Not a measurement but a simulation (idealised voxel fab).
The process module presented herein is designated voxel quadruple lines.
In the cross-section labelled cut, the width is 285 nm and each square cell is 5 nm.
Bands, listed from the top down, are how a cross-section gets written in this document; the cross-section itself is a grid of square cells, and a band is one or more rows of them.
The band entry comprises the height of the band's top followed by the height of its bottom, expressed in nm, and subsequently the band's materials from left to right, each stated together with its width in nm. Where a single material is marked with the word "throughout", that material fills the band from edge to edge. The word "empty" represents empty space.
We count height from 0. Below that, the starting wafer is all one material. The lowest band never ends at the bottom but goes on down; see "0..down" for how that is written.
Top row gets the first number, bottom row gets the second, and each row in between changes by the same step: that is how a band width like "30->40" works.
"no modification" means the step left every cell of the cross-section as it was.
"Closed empty spaces" means: voids of 8 cells or more that are shut off from the top with no open way through. Written width x height at distance, distance from the left edge, in nm.
Text after the settings on a step's line: the simulator's own remark on that step.
overlay nm: mask offset rightward from planned place, masked step; negative means leftward offset.
### Process steps (planned)
1) RECEIVE, material Si
2) CONFORMAL_DEP, material SiO2, thk nm 10
3) DIRECTIONAL_DEP, material TiN, thk nm 10
4) DIRECTIONAL_DEP, material polySi, thk nm 15
5) DIRECTIONAL_DEP, material aC, thk nm 25
6) PATTERN, tone cover, mask id MANDREL, material resist, width nm 25, thk nm 35, overlay nm 0
7) DIRECTIONAL_ETCH, etch materials aC, depth nm 25
8) STRIP, etch materials resist
9) CONFORMAL_DEP, material SiO2, thk nm 15
10) DIRECTIONAL_ETCH, etch materials SiO2, depth nm 15
11) STRIP, etch materials aC
12) DIRECTIONAL_ETCH, etch materials polySi, depth nm 15
13) STRIP, etch materials SiO2
14) CONFORMAL_DEP, material SiN, thk nm 5
15) DIRECTIONAL_ETCH, etch materials SiN, depth nm 5
16) STRIP, etch materials polySi
17) DIRECTIONAL_ETCH, etch materials TiN, depth nm 10
18) STRIP, etch materials SiN
### Step 1 complete: cross-section of the wafer as received
0..down  Si throughout
Closed empty spaces: none
### Cross-section taken at module completion on the first of two wafers; processed per the plan
20..10  empty: 110; TiN: 5; empty: 15; TiN: 5; empty: 15; TiN: 5; empty: 15; TiN: 5; empty: 110
10..0  SiO2 throughout
0..down  Si throughout
Closed empty spaces: none
### This is the second of the two wafers, cross-sectioned at the end of the module; it started exactly like the first and was given the same plan, but it was run with one mistake
20..10  empty: 115; TiN: 5; empty: 15; TiN: 5; empty: 5; TiN: 5; empty: 15; TiN: 5; empty: 115
10..0  SiO2 throughout
0..down  Si throughout
Closed empty spaces: none
So what did we get wrong on this run? off-plan run, step 6, actual operation and settings PATTERN, tone cover, mask id MANDREL, material resist, width nm 15, thk nm 35, overlay nm 0
The concluding comparison shows that, measured in cells, each material is equally abundant on both wafers, albeit at different positions.
